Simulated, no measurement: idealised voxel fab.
The document below concerns the process module designated voxel lift off.
Each square cell in cross-section cut measures 5 nm, and the section as a whole is 285 nm wide.
Bands, listed from the top down, are how a cross-section gets written in this document; the cross-section itself is a grid of square cells, and a band is one or more rows of them. It is stipulated that each band's entry specify, in nanometres, the height of the top of the band and then that of its bottom, followed by the materials of the band in left-to-right sequence, each together with its width in nanometres. A single material marked by the word "full width" is understood to fill the band from edge to edge; the word "air" is understood to denote empty space. Beneath 0, the wafer as received is one material, and that level is where height counting begins. The lowest band goes on downward without a bottom; it is written like "0 down". Note: "30 to 40" means the width goes from the first number (top row of the band) to the second number (bottom row) in equal steps per row of cells. "same as before" for a step: no cell of the cross-section changed in that step. The entry titled "Enclosed cavity list" provides the empty spaces that have no open way to the top, restricted to those of 8 cells or more. Each is presented as width x height at distance, the distance being measured from the left edge, with all three in nm. On each step's line, the part that comes after the settings is the simulator's own comment on the step. overlay nm: mask right of planned place by this much (step with mask). Neg. = left.
[Process steps - plan]
step 1: RECEIVE,material Si
step 2: CONFORMAL_DEP,material Al2O3,thk nm 15
step 3: PATTERN,tone open,mask id LINES,material resist,width nm 20,pitch nm 40,thk nm 30,overlay nm 0
step 4: DIRECTIONAL_DEP,material Ru,thk nm 5
step 5: STRIP,etch materials resist
step 6: CONFORMAL_DEP,material SiO2,thk nm 5
varied across the wafers: thk nm of step 4. The plan shows the first wafer's value. All wafers start alike
[Cross-section, first of several wafers, as delivered after step 1]
> 0 down: Si full width
> Enclosed cavity list: none
[For your reference, the table is organized with a row per wafer; each row reflects the wafer at the end of the module, indicating for each material the cells gained (+) or lost (-) since receipt, and thereafter its closed voids]
thk nm 5, +171 Al2O3, +16 Ru, +65 SiO2, Enclosed cavity list: none
thk nm 10, +171 Al2O3, +32 Ru, +73 SiO2, Enclosed cavity list: none
thk nm 15, +171 Al2O3, +48 Ru, +81 SiO2, Enclosed cavity list: none
thk nm 20, +171 Al2O3, +64 Ru, +89 SiO2, Enclosed cavity list: none
thk nm 25, +171 Al2O3, +80 Ru, +97 SiO2, Enclosed cavity list: none
